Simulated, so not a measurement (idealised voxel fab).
Module name: voxel trench capacitor (process module)
In the cross-section labelled cut, the width is 225 nm and each square cell is 5 nm.
We lay out every cross-section as a grid of square cells and spell it out in bands from the top down, where one band means one or more rows of cells.
Heads up on the band format: heights come first, top then bottom, in nm. After that it's the materials left to right, each with its width in nm. A single material flagged "full width" fills the whole band edge to edge, and "air" means there's empty space there.
The reference from which all heights are counted is 0, the level beneath which the as-received wafer is entirely one material; the lowest band, having no lower bound, proceeds downward and is written after the example "0 down".
Per-row width for "30->40": begins at first number (top row of band), ends at second number (bottom row), increment between rows held constant.
Any step labelled "nothing altered" changed none of the cells in the cross-section.
Look at "Closed void inventory" for the closed voids: empty spaces with no open path to the top, sized 8 cells or up. Each is width x height at distance, distance from the left edge, all nm.
Post-settings text on a step line: simulator's own remark regarding the step.
overlay nm: mask right of planned place by this much (step with mask). Neg. = left.

This section lists the process steps that were planned:
1 RECEIVE, material Si
2 CONFORMAL_DEP, material SiN, thk nm 5
3 MASKED_ETCH, tone open, mask id TRENCH, width nm 25, pitch nm 50, etch materials SiN, depth nm 5, overlay nm -10
4 MASKED_ETCH, tone open, mask id TRENCH, width nm 25, pitch nm 50, etch materials Si, depth nm 40, overlay nm 0
5 CONFORMAL_DEP, material HfO2, thk nm 5
6 CONFORMAL_DEP, material TiN, thk nm 5
7 FILL_DEP, material W, thk nm 5
8 CMP, height nm 5
The value of overlay nm given for step 3 in the plan refers to the first wafer; the wafers vary in this setting and are alike at the start.

As-received state after step 1, first of several wafers, cross-section:
> 0 down  Si full width
> Closed void inventory: none

Wafer rows, end of module: cells per material gained (+) or lost (-) since receipt; closed voids last:
overlay nm -10, +84 HfO2, -96 Si, +25 SiN, +32 TiN, Closed void inventory: none
overlay nm -5, +84 HfO2, -128 Si, +25 SiN, +64 TiN, Closed void inventory: none
overlay nm 0, +84 HfO2, -160 Si, +25 SiN, +68 TiN, +28 W, Closed void inventory: none
overlay nm 5, +84 HfO2, -128 Si, +25 SiN, +64 TiN, Closed void inventory: none
overlay nm 10, +84 HfO2, -96 Si, +25 SiN, +32 TiN, Closed void inventory: none
